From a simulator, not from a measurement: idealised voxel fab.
Module name: voxel spacer lines (process module)
The figure presents cross-section cut, which has a width of 255 nm and is divided into square cells with an edge length of 5 nm.
Just so we're on the same page, the cross-sections are grids of square cells, and they're listed out in bands top to bottom, each band one or more rows deep.
First you get the band's top height and its bottom height, in nm, and then the materials it's made of, left to right, with each width in nm. If you see a single material with "everywhere", that one covers the band edge to edge. "air" is empty space.
Ref level 0: as-received wafer is one material below here. Bottom band extends down with no lower bound ("0 down").
Per-row width for "30..40": begins at first number (top row of band), ends at second number (bottom row), increment between rows held constant.
Key: "remained the same" - step with no changed cell in the cross-section.
You'll see "Voids, sealed" listing empty spaces that have no way open to the top, as long as they're 8 cells or more; the notation is width x height at distance, where the distance is from the left edge, and all of it is in nm.
The remark found on a step's line after its settings is issued by the simulator itself and pertains to that step.
What "overlay nm" on a step's line means: if the step has a mask, that mask lay this far to the right of its planned place, or, when the value is negative, to the left.
### Planned process steps
1. RECEIVE: material Si
2. CONFORMAL_DEP: material Al2O3, thk nm 10
3. DIRECTIONAL_DEP: material TiN, thk nm 10
4. DIRECTIONAL_DEP: material polySi, thk nm 30
5. PATTERN: tone cover, mask id MANDREL, material resist, width nm 20, pitch nm 60, thk nm 35, overlay nm 0
6. DIRECTIONAL_ETCH: etch materials polySi, depth nm 30
7. STRIP: etch materials resist
8. CONFORMAL_DEP: material SiO2, thk nm 10
9. DIRECTIONAL_ETCH: etch materials SiO2, depth nm 10
10. STRIP: etch materials polySi
11. DIRECTIONAL_ETCH: etch materials TiN, depth nm 10
12. STRIP: etch materials SiO2
13. FILL_DEP: material lowk, thk nm 5
14. CMP: height nm 20
### Below: the first of two wafers, run as planned
### Cross-sectional view of the wafer in its as-received condition, corresponding to the state after step 1
- 0 down | Si everywhere
- Voids, sealed: none
### After step 2: wafer cross-section
- 10 to 0 | Al2O3 everywhere
- Beneath the level 0, the cross-section is identical to its previous state.
### After step 3: wafer cross-section
- 20 to 10 | TiN everywhere
- Beneath the level 10, the cross-section is identical to its previous state.
### After step 4: wafer cross-section
- 50 to 20 | polySi everywhere
- Beneath the level 20, the cross-section is identical to its previous state.
### After step 5: wafer cross-section
- 85 to 50 | air=85, resist=20, air=40, resist=20, air=90
- Beneath the level 50, the cross-section is identical to its previous state.
### After step 6: wafer cross-section
- 85 to 50 | air=85, resist=20, air=40, resist=20, air=90
- 50 to 20 | air=85, polySi=20, air=40, polySi=20, air=90
- Beneath the level 20, the cross-section is identical to its previous state.
### After step 7: wafer cross-section
- 50 to 20 | air=85, polySi=20, air=40, polySi=20, air=90
- Beneath the level 20, the cross-section is identical to its previous state.
### After step 8: wafer cross-section
- 60 to 50 | air=75, SiO2=40, air=20, SiO2=40, air=80
- 50 to 30 | air=75, SiO2=10, polySi=20, SiO2=10, air=20, SiO2=10, polySi=20, SiO2=10, air=80
- 30 to 20 | SiO2=85, polySi=20, SiO2=40, polySi=20, SiO2=90
- Beneath the level 20, the cross-section is identical to its previous state.
### After step 9: wafer cross-section
- 50 to 20 | air=75, SiO2=10, polySi=20, SiO2=10, air=20, SiO2=10, polySi=20, SiO2=10, air=80
- Beneath the level 20, the cross-section is identical to its previous state.
### After step 10: wafer cross-section
- 50 to 20 | air=75, SiO2=10, air=20, SiO2=10, air=20, SiO2=10, air=20, SiO2=10, air=80
- Beneath the level 20, the cross-section is identical to its previous state.
### After step 11: wafer cross-section
- 50 to 20 | air=75, SiO2=10, air=20, SiO2=10, air=20, SiO2=10, air=20, SiO2=10, air=80
- 20 to 10 | air=75, TiN=10, air=20, TiN=10, air=20, TiN=10, air=20, TiN=10, air=80
- Beneath the level 10, the cross-section is identical to its previous state.
### After step 12: wafer cross-section
- 20 to 10 | air=75, TiN=10, air=20, TiN=10, air=20, TiN=10, air=20, TiN=10, air=80
- Beneath the level 10, the cross-section is identical to its previous state.
### After step 13: wafer cross-section
- 25 to 20 | lowk everywhere
- 20 to 10 | lowk=75, TiN=10, lowk=20, TiN=10, lowk=20, TiN=10, lowk=20, TiN=10, lowk=80
- Beneath the level 10, the cross-section is identical to its previous state.
### After step 14: wafer cross-section
- 20 to 10 | lowk=75, TiN=10, lowk=20, TiN=10, lowk=20, TiN=10, lowk=20, TiN=10, lowk=80
- Beneath the level 10, the cross-section is identical to its previous state.
### Second of two: same start, same plan, one run error; steps up to and including 1 match the first
### Second wafer: cross-section at the scheduled end of step 2
- 15 to 0 | Al2O3 everywhere
- Beneath the level 0, the cross-section is identical to its previous state.
### Second wafer: cross-section at the scheduled end of step 3
- 25 to 15 | TiN everywhere
- Beneath the level 15, the cross-section is identical to its previous state.
### Second wafer: cross-section at the scheduled end of step 4
- 55 to 25 | polySi everywhere
- Beneath the level 25, the cross-section is identical to its previous state.
### Second wafer: cross-section at the scheduled end of step 5
- 90 to 55 | air=85, resist=20, air=40, resist=20, air=90
- Beneath the level 55, the cross-section is identical to its previous state.
### Second wafer: cross-section at the scheduled end of step 6
- 90 to 55 | air=85, resist=20, air=40, resist=20, air=90
- 55 to 25 | air=85, polySi=20, air=40, polySi=20, air=90
- Beneath the level 25, the cross-section is identical to its previous state.
### Second wafer: cross-section at the scheduled end of step 7
- 55 to 25 | air=85, polySi=20, air=40, polySi=20, air=90
- Beneath the level 25, the cross-section is identical to its previous state.
### Second wafer: cross-section at the scheduled end of step 8
- 65 to 55 | air=75, SiO2=40, air=20, SiO2=40, air=80
- 55 to 35 | air=75, SiO2=10, polySi=20, SiO2=10, air=20, SiO2=10, polySi=20, SiO2=10, air=80
- 35 to 25 | SiO2=85, polySi=20, SiO2=40, polySi=20, SiO2=90
- Beneath the level 25, the cross-section is identical to its previous state.
### Second wafer: cross-section at the scheduled end of step 9
- 55 to 25 | air=75, SiO2=10, polySi=20, SiO2=10, air=20, SiO2=10, polySi=20, SiO2=10, air=80
- Beneath the level 25, the cross-section is identical to its previous state.
### Second wafer: cross-section at the scheduled end of step 10
- 55 to 25 | air=75, SiO2=10, air=20, SiO2=10, air=20, SiO2=10, air=20, SiO2=10, air=80
- Beneath the level 25, the cross-section is identical to its previous state.
### Second wafer: cross-section at the scheduled end of step 11
- 55 to 25 | air=75, SiO2=10, air=20, SiO2=10, air=20, SiO2=10, air=20, SiO2=10, air=80
- 25 to 15 | air=75, TiN=10, air=20, TiN=10, air=20, TiN=10, air=20, TiN=10, air=80
- Beneath the level 15, the cross-section is identical to its previous state.
### Second wafer: cross-section at the scheduled end of step 12
- 25 to 15 | air=75, TiN=10, air=20, TiN=10, air=20, TiN=10, air=20, TiN=10, air=80
- Beneath the level 15, the cross-section is identical to its previous state.
### Second wafer: cross-section at the scheduled end of step 13
- 30 to 25 | lowk everywhere
- 25 to 15 | lowk=75, TiN=10, lowk=20, TiN=10, lowk=20, TiN=10, lowk=20, TiN=10, lowk=80
- Beneath the level 15, the cross-section is identical to its previous state.
### Second wafer: cross-section at the scheduled end of step 14
- 20 to 15 | lowk=75, TiN=10, lowk=20, TiN=10, lowk=20, TiN=10, lowk=20, TiN=10, lowk=80
- Beneath the level 15, the cross-section is identical to its previous state.
what went wrong: heads up, step 2 didn't go per plan, it actually ran as CONFORMAL_DEP: material Al2O3, thk nm 15
Bottom line after processing is that, in cells, the second wafer is up or down on some materials versus the first: 51 more of Al2O3 | 8 fewer of TiN | 43 fewer of lowk
